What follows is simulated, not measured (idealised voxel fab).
Process module heading - voxel ribs on slabs
Displayed cross-section: cut, width of 155 nm, square cells sized 5 nm.
Notation: cross-section as square-cell grid; stated in bands, top first, going down; one or more cell rows per band.
Top height, bottom height, nm. Materials left to right, width each, nm. Single material + "all across" = fills band edge to edge. "empty" = empty.
Heights are measured from 0, the level below which the as-received wafer is all one material; the lowest band has no bottom and continues downward, written as in "0 -> down".
You'd read "30->40" like this: the band's top row of cells is as wide as the first number, its bottom row is as wide as the second, and going down, every row changes width by the same amount as the row before did.
"nothing changed" (step): cross-section cells unchanged, all of them.
"Closed void entries" enumerates empty spaces isolated from the top, with no open way to it, that contain at least 8 cells, giving each as width x height at distance from the left edge, all three in nm.
Note: text after step settings on the step line = simulator remark on that step.
On any step carrying a mask, the "overlay nm" setting, if present on the step's line, tells how far right of its planned place the mask lay; negative values point to the left.

PLANNED PROCESS STEPS
| 1 | RECEIVE | material Si |
| 2 | DIRECTIONAL_DEP | material SiO2 | thk nm 30 |
| 3 | DIRECTIONAL_DEP | material SiN | thk nm 25 |
| 4 | PATTERN | tone cover | mask id RIB | material resist | width nm 20 | thk nm 15 | overlay nm 0 |
| 5 | DIRECTIONAL_ETCH | etch materials SiN | depth nm 20 |
| 6 | STRIP | etch materials resist |
| 7 | MASKED_ETCH | tone cover | mask id SLAB | width nm 50 | etch materials SiN | depth nm 5 | overlay nm 0 |
| 8 | FILL_DEP | material SiO2 | thk nm 20 |
| 9 | CMP | height nm 70 |
| 10 | DIRECTIONAL_DEP | material W | thk nm 10 |
| 11 | DIRECTIONAL_DEP | material aC | thk nm 15 |
| 12 | PATTERN | tone cover | mask id HEATER | material resist | width nm 30 | thk nm 30 | overlay nm 0 |
| 13 | DIRECTIONAL_ETCH | etch materials aC | depth nm 15 |
| 14 | STRIP | etch materials resist |
| 15 | DIRECTIONAL_ETCH | etch materials W | depth nm 10 |
| 16 | STRIP | etch materials aC |
| 17 | CONFORMAL_DEP | material SiN | thk nm 5 |

CROSS-SECTION: WAFER ON ARRIVAL = AFTER STEP 1
- 0 -> down = Si all across
- Closed void entries: none

CROSS-SECTION TAKEN AT MODULE COMPLETION ON THE FIRST OF TWO WAFERS; PROCESSED PER THE PLAN
- 85 -> 80 = empty=55  SiN=40  empty=60
- 80 -> 75 = empty=55  SiN=5  W=30  SiN=5  empty=60
- 75 -> 70 = SiN=60  W=30  SiN=65
- 70 -> 55 = SiO2 all across
- 55 -> 35 = SiO2=65  SiN=20  SiO2=70
- 35 -> 30 = SiO2=50  SiN=50  SiO2=55
- 30 -> 0 = SiO2 all across
- 0 -> down = Si all across
- Closed void entries: none

END-OF-MODULE CROSS-SECTION OF THE SECOND WAFER: IDENTICAL STARTING POINT AND PROCESS PLAN TO THE FIRST, WITH ONE PROCESSING MISTAKE
- 85 -> 80 = empty=55  SiN=40  empty=60
- 80 -> 75 = empty=55  SiN=5  W=30  SiN=5  empty=60
- 75 -> 70 = SiN=60  W=30  SiN=65
- 70 -> 50 = SiO2 all across
- 50 -> 35 = SiO2=65  SiN=20  SiO2=70
- 35 -> 30 = SiN=50  SiO2=15  SiN=20  SiO2=15  SiN=55
- 30 -> 0 = SiO2 all across
- 0 -> down = Si all across
- Closed void entries: none
Which mistake was made when the wafer was run? step 7 deviated from plan and actually ran as MASKED_ETCH | tone open | mask id SLAB | width nm 50 | etch materials SiN | depth nm 5 | overlay nm 0
End of process, cell counts, second wafer against first, materials with more or fewer: SiN: 11 more, SiO2: 11 fewer
